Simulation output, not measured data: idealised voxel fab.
Documented hereafter: the process module known as voxel ribs on slabs.
Each square cell in cross-section cut measures 5 nm, and the section as a whole is 250 nm wide.
The cross-sections in this document take the form of a grid made of square cells. They are written out as bands, in order from top to bottom. Each band consists of one or more rows of cells. Basically the band line says how high the top is and how high the bottom is, in nm, and then what's in it from left to right, every material with its width in nm. Empty space shows up as "air", and if a single material carries "all across" it runs the full band edge to edge. Heads up on the height convention: 0 is the point under which the incoming wafer is all one material, and the lowest band has no bottom, it just keeps going down, like "0..down". A two-number width, for instance "30..40", indicates that the width is equal to the first number in the top row of the band and to the second number in the bottom row, and that it changes by a constant amount per row of cells. Step note "no change occurred" = no cross-section cell changed. "Closed void catalog" means: voids of 8 cells or more that are shut off from the top with no open way through. Written width x height at distance, distance from the left edge, in nm. It should be noted that, on the line of a given step, the content following the step's settings is a remark produced by the simulator itself with respect to that step. When a step includes a mask, the "overlay nm" setting on its line states how far to the right of its planned place that mask lay, and negative values state how far to the left.

THE FOLLOWING LIST GIVES THE PLANNED PROCESS STEPS
1: RECEIVE (material Si)
2: DIRECTIONAL_DEP (material SiO2; thk nm 25)
3: DIRECTIONAL_DEP (material SiN; thk nm 15)
4: MASKED_ETCH (tone cover; mask id RIB; width nm 20; etch materials SiN; depth nm 10; overlay nm 0)
5: MASKED_ETCH (tone cover; mask id SLAB; width nm 60; etch materials SiN; depth nm 5; overlay nm 0)
6: FILL_DEP (material SiO2; thk nm 20)
7: CMP (height nm 50)
8: DIRECTIONAL_DEP (material TiN; thk nm 5)
9: MASKED_ETCH (tone cover; mask id HEATER; width nm 30; etch materials TiN; depth nm 5; overlay nm 0)
10: CONFORMAL_DEP (material SiO2; thk nm 5)

CROSS-SECTION OF THE INCOMING WAFER, STATE AFTER STEP 1
- 0..down: Si all across
- Closed void catalog: none

WAFER CROSS-SECTION AT END OF MODULE: START AND PLAN AS SHOWN ABOVE, ONE EXECUTION ERROR
- 60..55: 105 air; 40 SiN; 105 air
- 55..50: 110 SiN; 30 TiN; 110 SiN
- 50..40: SiO2 all across
- 40..30: 115 SiO2; 20 SiN; 115 SiO2
- 30..25: 95 SiO2; 60 SiN; 95 SiO2
- 25..0: SiO2 all across
- 0..down: Si all across
- Closed void catalog: none
what went wrong: for step 10, the planned setting was not used; the step was instead run as CONFORMAL_DEP (material SiN; thk nm 5)
